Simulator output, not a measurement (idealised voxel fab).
The name of this process module is voxel wiring stack.
Pictured: cross-section cut, 220 nm wide, on a grid of 5 nm square cells.
Each cross-section below is a grid of square cells, stated as bands in top-down order, with one or more rows of cells making up each band.
Quick guide to a band line: top height, bottom height (nm) up front; then every material left to right with its width in nm. Only one material and it's marked "edge to edge"? Then it fills the band edge to edge. And "air" just means empty space.
Heights are reckoned from 0. Under this level, the received wafer is all of one material. The bottommost band is open-ended downward, for example "0 nm and below".
Width: "30->40" (first number = top row, second number = bottom row, same change from row to row of cells).
Step marked "no alterations made"? Then no cell in the cross-section changed in it.
"Enclosed void list" specifies each empty space that is not open to the top and that occupies no fewer than 8 cells, using the form width x height at distance, the distance measured from the left edge and all three quantities in nm.
Where a step's line continues beyond its settings, the continuation is a remark by the simulator itself on that step.
overlay nm: how far to the right of its planned place the mask lay on this masked step (negative: to the left).

### Set out below are the planned steps of the process
1) RECEIVE with material Si
2) CONFORMAL_DEP with material SiO2, thk nm 15
3) CONFORMAL_DEP with material SiN, thk nm 5
4) DIRECTIONAL_DEP with material SiO2, thk nm 25
5) DIRECTIONAL_DEP with material aC, thk nm 15
6) PATTERN with tone open, mask id METAL_1, material resist, width nm 30, pitch nm 50, thk nm 35, overlay nm 0
7) DIRECTIONAL_ETCH with etch materials aC, depth nm 15
8) STRIP with etch materials resist
9) DIRECTIONAL_ETCH with etch materials SiO2, depth nm 25
10) DIRECTIONAL_ETCH with etch materials SiN, depth nm 5
11) STRIP with etch materials aC
12) CONFORMAL_DEP with material TiN, thk nm 5
13) FILL_DEP with material W, thk nm 5
14) CMP with height nm 45
15) EPI with material Ru, thk nm 5
16) FILL_DEP with material SiCN, thk nm 5
17) DIRECTIONAL_DEP with material lowk, thk nm 35
18) MASKED_ETCH with tone open, mask id METAL_2, width nm 30, pitch nm 50, etch materials lowk, depth nm 20, overlay nm 0
19) MASKED_ETCH with tone open, mask id METAL_2_HOLES, width nm 15, pitch nm 50, etch materials lowk, depth nm 15, overlay nm 0
20) MASKED_ETCH with tone open, mask id METAL_2_HOLES, width nm 15, pitch nm 50, etch materials SiCN, depth nm 5, overlay nm 0
21) CONFORMAL_DEP with material TiN, thk nm 5
22) FILL_DEP with material Cu, thk nm 10
23) CMP with height nm 90
24) CONFORMAL_DEP with material SiCN, thk nm 5

### Account of the first of two wafers, which was processed as intended

### Wafer at receipt (post step 1), cross-section
0 nm and below: Si edge to edge
Enclosed void list: none

### After step 2, in cross-section
15 nm to 0 nm: SiO2 edge to edge
Note: structure below 0 unchanged.

### After step 3, in cross-section
20 nm to 15 nm: SiN edge to edge
Note: structure below 15 unchanged.

### After step 4, in cross-section
45 nm to 20 nm: SiO2 edge to edge
Note: structure below 20 unchanged.

### After step 5, in cross-section
60 nm to 45 nm: aC edge to edge
Note: structure below 45 unchanged.

### After step 6, in cross-section
95 nm to 60 nm: resist (20)  air (30)  resist (20)  air (30)  resist (20)  air (30)  resist (20)  air (30)  resist (20)
Note: structure below 60 unchanged.

### After step 7, in cross-section
80 nm to 60 nm: resist (20)  air (30)  resist (20)  air (30)  resist (20)  air (30)  resist (20)  air (30)  resist (20)
60 nm to 45 nm: aC (20)  air (30)  aC (20)  air (30)  aC (20)  air (30)  aC (20)  air (30)  aC (20)
Note: structure below 45 unchanged.

### After step 8, in cross-section
60 nm to 45 nm: aC (20)  air (30)  aC (20)  air (30)  aC (20)  air (30)  aC (20)  air (30)  aC (20)
Note: structure below 45 unchanged.

### After step 9, in cross-section
60 nm to 45 nm: aC (20)  air (30)  aC (20)  air (30)  aC (20)  air (30)  aC (20)  air (30)  aC (20)
45 nm to 20 nm: SiO2 (20)  air (30)  SiO2 (20)  air (30)  SiO2 (20)  air (30)  SiO2 (20)  air (30)  SiO2 (20)
Note: structure below 20 unchanged.

### After step 10, in cross-section
60 nm to 45 nm: aC (20)  air (30)  aC (20)  air (30)  aC (20)  air (30)  aC (20)  air (30)  aC (20)
45 nm to 20 nm: SiO2 (20)  air (30)  SiO2 (20)  air (30)  SiO2 (20)  air (30)  SiO2 (20)  air (30)  SiO2 (20)
20 nm to 15 nm: SiN (20)  air (30)  SiN (20)  air (30)  SiN (20)  air (30)  SiN (20)  air (30)  SiN (20)
Note: structure below 15 unchanged.

### After step 11, in cross-section
45 nm to 20 nm: SiO2 (20)  air (30)  SiO2 (20)  air (30)  SiO2 (20)  air (30)  SiO2 (20)  air (30)  SiO2 (20)
Note: structure below 20 unchanged.

### After step 12, in cross-section
50 nm to 45 nm: TiN (25)  air (20)  TiN (30)  air (20)  TiN (30)  air (20)  TiN (30)  air (20)  TiN (25)
45 nm to 20 nm: SiO2 (20)  TiN (5)  air (20)  TiN (5)  SiO2 (20)  TiN (5)  air (20)  TiN (5)  SiO2 (20)  TiN (5)  air (20)  TiN (5)  SiO2 (20)  TiN (5)  air (20)  TiN (5)  SiO2 (20)
20 nm to 15 nm: SiN (20)  TiN (30)  SiN (20)  TiN (30)  SiN (20)  TiN (30)  SiN (20)  TiN (30)  SiN (20)
Note: structure below 15 unchanged.

### After step 13, in cross-section
55 nm to 50 nm: W edge to edge
50 nm to 45 nm: TiN (25)  W (20)  TiN (30)  W (20)  TiN (30)  W (20)  TiN (30)  W (20)  TiN (25)
45 nm to 20 nm: SiO2 (20)  TiN (5)  W (20)  TiN (5)  SiO2 (20)  TiN (5)  W (20)  TiN (5)  SiO2 (20)  TiN (5)  W (20)  TiN (5)  SiO2 (20)  TiN (5)  W (20)  TiN (5)  SiO2 (20)
Note: structure below 20 unchanged.

### After step 14, in cross-section
45 nm to 20 nm: SiO2 (20)  TiN (5)  W (20)  TiN (5)  SiO2 (20)  TiN (5)  W (20)  TiN (5)  SiO2 (20)  TiN (5)  W (20)  TiN (5)  SiO2 (20)  TiN (5)  W (20)  TiN (5)  SiO2 (20)
Note: structure below 20 unchanged.

### After step 15, in cross-section
50 nm to 45 nm: air (15)  Ru (40)  air (10)  Ru (40)  air (10)  Ru (40)  air (10)  Ru (40)  air (15)
Note: structure below 45 unchanged.

### After step 16, in cross-section
55 nm to 50 nm: SiCN edge to edge
50 nm to 45 nm: SiCN (15)  Ru (40)  SiCN (10)  Ru (40)  SiCN (10)  Ru (40)  SiCN (10)  Ru (40)  SiCN (15)
Note: structure below 45 unchanged.

### After step 17, in cross-section
90 nm to 55 nm: lowk edge to edge
Note: structure below 55 unchanged.

### After step 18, in cross-section
90 nm to 70 nm: lowk (20)  air (30)  lowk (20)  air (30)  lowk (20)  air (30)  lowk (20)  air (30)  lowk (20)
Note: structure below 70 unchanged.

### After step 19, in cross-section
90 nm to 70 nm: lowk (20)  air (30)  lowk (20)  air (30)  lowk (20)  air (30)  lowk (20)  air (30)  lowk (20)
70 nm to 55 nm: lowk (20)  air (15)  lowk (35)  air (15)  lowk (35)  air (15)  lowk (35)  air (15)  lowk (35)
Note: structure below 55 unchanged.

### After step 20, in cross-section
90 nm to 70 nm: lowk (20)  air (30)  lowk (20)  air (30)  lowk (20)  air (30)  lowk (20)  air (30)  lowk (20)
70 nm to 55 nm: lowk (20)  air (15)  lowk (35)  air (15)  lowk (35)  air (15)  lowk (35)  air (15)  lowk (35)
55 nm to 50 nm: SiCN (20)  air (15)  SiCN (35)  air (15)  SiCN (35)  air (15)  SiCN (35)  air (15)  SiCN (35)
Note: structure below 50 unchanged.

### After step 21, in cross-section
95 nm to 90 nm: TiN (25)  air (20)  TiN (30)  air (20)  TiN (30)  air (20)  TiN (30)  air (20)  TiN (25)
90 nm to 75 nm: lowk (20)  TiN (5)  air (20)  TiN (5)  lowk (20)  TiN (5)  air (20)  TiN (5)  lowk (20)  TiN (5)  air (20)  TiN (5)  lowk (20)  TiN (5)  air (20)  TiN (5)  lowk (20)
75 nm to 70 nm: lowk (20)  TiN (5)  air (5)  TiN (20)  lowk (20)  TiN (5)  air (5)  TiN (20)  lowk (20)  TiN (5)  air (5)  TiN (20)  lowk (20)  TiN (5)  air (5)  TiN (20)  lowk (20)
70 nm to 55 nm: lowk (20)  TiN (5)  air (5)  TiN (5)  lowk (35)  TiN (5)  air (5)  TiN (5)  lowk (35)  TiN (5)  air (5)  TiN (5)  lowk (35)  TiN (5)  air (5)  TiN (5)  lowk (35)
55 nm to 50 nm: SiCN (20)  TiN (15)  SiCN (35)  TiN (15)  SiCN (35)  TiN (15)  SiCN (35)  TiN (15)  SiCN (35)
Note: structure below 50 unchanged.

### After step 22, in cross-section
105 nm to 95 nm: Cu edge to edge
95 nm to 90 nm: TiN (25)  Cu (20)  TiN (30)  Cu (20)  TiN (30)  Cu (20)  TiN (30)  Cu (20)  TiN (25)
90 nm to 75 nm: lowk (20)  TiN (5)  Cu (20)  TiN (5)  lowk (20)  TiN (5)  Cu (20)  TiN (5)  lowk (20)  TiN (5)  Cu (20)  TiN (5)  lowk (20)  TiN (5)  Cu (20)  TiN (5)  lowk (20)
75 nm to 70 nm: lowk (20)  TiN (5)  Cu (5)  TiN (20)  lowk (20)  TiN (5)  Cu (5)  TiN (20)  lowk (20)  TiN (5)  Cu (5)  TiN (20)  lowk (20)  TiN (5)  Cu (5)  TiN (20)  lowk (20)
70 nm to 55 nm: lowk (20)  TiN (5)  Cu (5)  TiN (5)  lowk (35)  TiN (5)  Cu (5)  TiN (5)  lowk (35)  TiN (5)  Cu (5)  TiN (5)  lowk (35)  TiN (5)  Cu (5)  TiN (5)  lowk (35)
Note: structure below 55 unchanged.

### After step 23, in cross-section
90 nm to 75 nm: lowk (20)  TiN (5)  Cu (20)  TiN (5)  lowk (20)  TiN (5)  Cu (20)  TiN (5)  lowk (20)  TiN (5)  Cu (20)  TiN (5)  lowk (20)  TiN (5)  Cu (20)  TiN (5)  lowk (20)
Note: structure below 75 unchanged.

### After step 24, in cross-section
95 nm to 90 nm: SiCN edge to edge
Note: structure below 90 unchanged.

### Wafer two of the pair: same origin, same plan, one error during the run; identical to wafer one up to and including step 18

### Cross-sectional representation of the second wafer at the time designated in the plan for the completion of step 19
75 nm to 70 nm: lowk (20)  air (30)  lowk (20)  air (30)  lowk (20)  air (30)  lowk (20)  air (30)  lowk (20)
70 nm to 55 nm: lowk (35)  air (15)  lowk (35)  air (15)  lowk (35)  air (15)  lowk (35)  air (15)  lowk (20)
Note: structure below 55 unchanged.

Cross-sectional representation of the second wafer at the time designated in the plan for the completion of step 20: no alterations made

### Cross-sectional representation of the second wafer at the time designated in the plan for the completion of step 21
80 nm to 75 nm: TiN (25)  air (20)  TiN (30)  air (20)  TiN (30)  air (20)  TiN (30)  air (20)  TiN (25)
75 nm to 70 nm: lowk (20)  TiN (20)  air (5)  TiN (5)  lowk (20)  TiN (20)  air (5)  TiN (5)  lowk (20)  TiN (20)  air (5)  TiN (5)  lowk (20)  TiN (20)  air (5)  TiN (5)  lowk (20)
70 nm to 60 nm: lowk (35)  TiN (5)  air (5)  TiN (5)  lowk (35)  TiN (5)  air (5)  TiN (5)  lowk (35)  TiN (5)  air (5)  TiN (5)  lowk (35)  TiN (5)  air (5)  TiN (5)  lowk (20)
60 nm to 55 nm: lowk (35)  TiN (15)  lowk (35)  TiN (15)  lowk (35)  TiN (15)  lowk (35)  TiN (15)  lowk (20)
Note: structure below 55 unchanged.

### Cross-sectional representation of the second wafer at the time designated in the plan for the completion of step 22
90 nm to 80 nm: Cu edge to edge
80 nm to 75 nm: TiN (25)  Cu (20)  TiN (30)  Cu (20)  TiN (30)  Cu (20)  TiN (30)  Cu (20)  TiN (25)
75 nm to 70 nm: lowk (20)  TiN (20)  Cu (5)  TiN (5)  lowk (20)  TiN (20)  Cu (5)  TiN (5)  lowk (20)  TiN (20)  Cu (5)  TiN (5)  lowk (20)  TiN (20)  Cu (5)  TiN (5)  lowk (20)
70 nm to 60 nm: lowk (35)  TiN (5)  Cu (5)  TiN (5)  lowk (35)  TiN (5)  Cu (5)  TiN (5)  lowk (35)  TiN (5)  Cu (5)  TiN (5)  lowk (35)  TiN (5)  Cu (5)  TiN (5)  lowk (20)
Note: structure below 60 unchanged.

Cross-sectional representation of the second wafer at the time designated in the plan for the completion of step 23: no alterations made

### Cross-sectional representation of the second wafer at the time designated in the plan for the completion of step 24
95 nm to 90 nm: SiCN edge to edge
Note: structure below 90 unchanged.
So what did we get wrong on this run? step 19 did not happen as planned, as run it was MASKED_ETCH with tone cover, mask id METAL_2_HOLES, width nm 15, pitch nm 50, etch materials lowk, depth nm 15, overlay nm 0
Looking at both finished wafers in cells, the second ends up ahead of or behind the first on some materials: 52 more of Cu; 12 more of SiCN; 4 fewer of TiN; 60 fewer of lowk
